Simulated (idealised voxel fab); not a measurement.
This section sets out a process module, namely voxel released beams.
Cross-sectional view cut (width: 180 nm; square cell size: 5 nm).
Cross-section, as written here: a square-cell grid given band by band from the top down, where a band holds one or more rows of cells.
First you get the band's top height and its bottom height, in nm, and then the materials it's made of, left to right, with each width in nm. If you see a single material with "throughout", that one covers the band edge to edge. "blank" is empty space.
All heights in this document are referenced to 0, defined as the level beneath which the wafer, as received, consists entirely of one material. The lowest band is not bounded below; it extends indefinitely downward and is written in the form "0 -> down".
Note: "30..40" means the width goes from the first number (top row of the band) to the second number (bottom row) in equal steps per row of cells.
Reading "left unchanged" for a step: not a cell of the cross-section changed in it.
Each empty space that has no open way to the top and spans at least 8 cells appears under "Non-vented voids" as width x height at distance, the distance counted from the left edge, all in nm.
On each step's line, the part that comes after the settings is the simulator's own comment on the step.
overlay nm: for a step with a mask, the amount by which the mask lay right of where it was planned; a negative amount means left of it.
[Below is the list of planned process steps]
step 1: RECEIVE | material Si
step 2: CONFORMAL_DEP | material SiN | thk nm 5
step 3: DIRECTIONAL_DEP | material SiO2 | thk nm 5
step 4: DIRECTIONAL_DEP | material aC | thk nm 15
step 5: PATTERN | tone open | mask id ANCHOR | material resist | width nm 40 | thk nm 35 | overlay nm 0
step 6: DIRECTIONAL_ETCH | etch materials aC | depth nm 15
step 7: STRIP | etch materials resist
step 8: DIRECTIONAL_ETCH | etch materials SiO2 | depth nm 10
step 9: STRIP | etch materials aC
step 10: CONFORMAL_DEP | material W | thk nm 15
step 11: DIRECTIONAL_DEP | material aC | thk nm 10
step 12: PATTERN | tone cover | mask id BEAM | material resist | width nm 100 | thk nm 25 | overlay nm 0
step 13: DIRECTIONAL_ETCH | etch materials aC | depth nm 10
step 14: STRIP | etch materials resist
step 15: DIRECTIONAL_ETCH | etch materials W | depth nm 15
step 16: STRIP | etch materials aC
step 17: STRIP | etch materials SiO2
Quick note for whoever runs this: the wafers start identical, but the thk nm at step 3 isn't the same across them. The plan just shows what the first wafer had.
[This is how the first of several wafers looked in cross-section when it arrived, which is after step 1]
	0 -> down  Si throughout
	Non-vented voids: none
[Basically each wafer gets a line in the table, showing it at the end of the module: material by material, the cells it gained (+) or lost (-) since we got it, then its closed voids]
thk nm 5, +36 SiN, +66 W, Non-vented voids: none
thk nm 10, +36 SiN, +72 W, Non-vented voids: none
thk nm 15, +36 SiN, Non-vented voids: none
thk nm 20, +36 SiN, Non-vented voids: none
thk nm 25, +36 SiN, Non-vented voids: none
